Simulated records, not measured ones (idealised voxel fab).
You're looking at the process module voxel local oxidation.
Cross-section cut: width 150 nm, square cells of 5 nm.
Each cross-section below is a grid of square cells, stated as bands in top-down order, with one or more rows of cells making up each band.
For a band, the entry starts with two heights in nm, that of the top and then that of the bottom, and carries on with the band's materials in order from left to right, each alongside its width in nm; the word "full width" beside a single material means it fills the band edge to edge, and "empty" means empty space.
Beneath 0, the wafer as received is one material, and that level is where height counting begins. The lowest band goes on downward without a bottom; it is written like "z 0 and below".
Width spec "30 to 40" -> top row of cells at first value, bottom row at second value, equal per-row change in between.
"no alterations made" means the step left every cell of the cross-section as it was.
Empty spaces counting at least 8 cells and having no open way to the top are listed in "Non-vented voids". The notation width x height at distance is used for each, the distance being from the left edge and all three values in nm.
Formally, on a step line, whatever follows the settings is a remark that the simulator itself makes on the step.
For masked steps, "overlay nm" on the step line gives how far right of plan the mask actually lay; a minus sign means it lay to the left.
# The steps planned for the process are as follows
1 RECEIVE, material Si
2 CONFORMAL_DEP, material SiO2, thk nm 5
3 CONFORMAL_DEP, material SiN, thk nm 10
4 MASKED_ETCH, tone cover, mask id ACTIVE, width nm 90, etch materials SiN, depth nm 10, overlay nm 0
5 SELECTIVE_ETCH, etch materials SiO2, depth nm 5
6 OXIDIZE, depth nm 15
7 STRIP, etch materials SiN
# Wafer at receipt (post step 1), cross-section
- z 0 and below = Si full width
- Non-vented voids: none
# The following cross-section depicts the wafer upon conclusion of the module. Processing commenced from the starting condition illustrated above and adhered to the plan illustrated above, save for one mistake in execution
- z 5 to 0 = SiO2: 25, then empty: 100, then SiO2: 25
- z 0 to -15 = Si: 10, then SiO2: 130, then Si: 10
- z -15 and below = Si full width
- Non-vented voids: none
Against the plan, the run slipped here: step 4 was run on a setting that differed from the plan, and what really ran there is MASKED_ETCH, tone open, mask id ACTIVE, width nm 90, etch materials SiN, depth nm 10, overlay nm 0
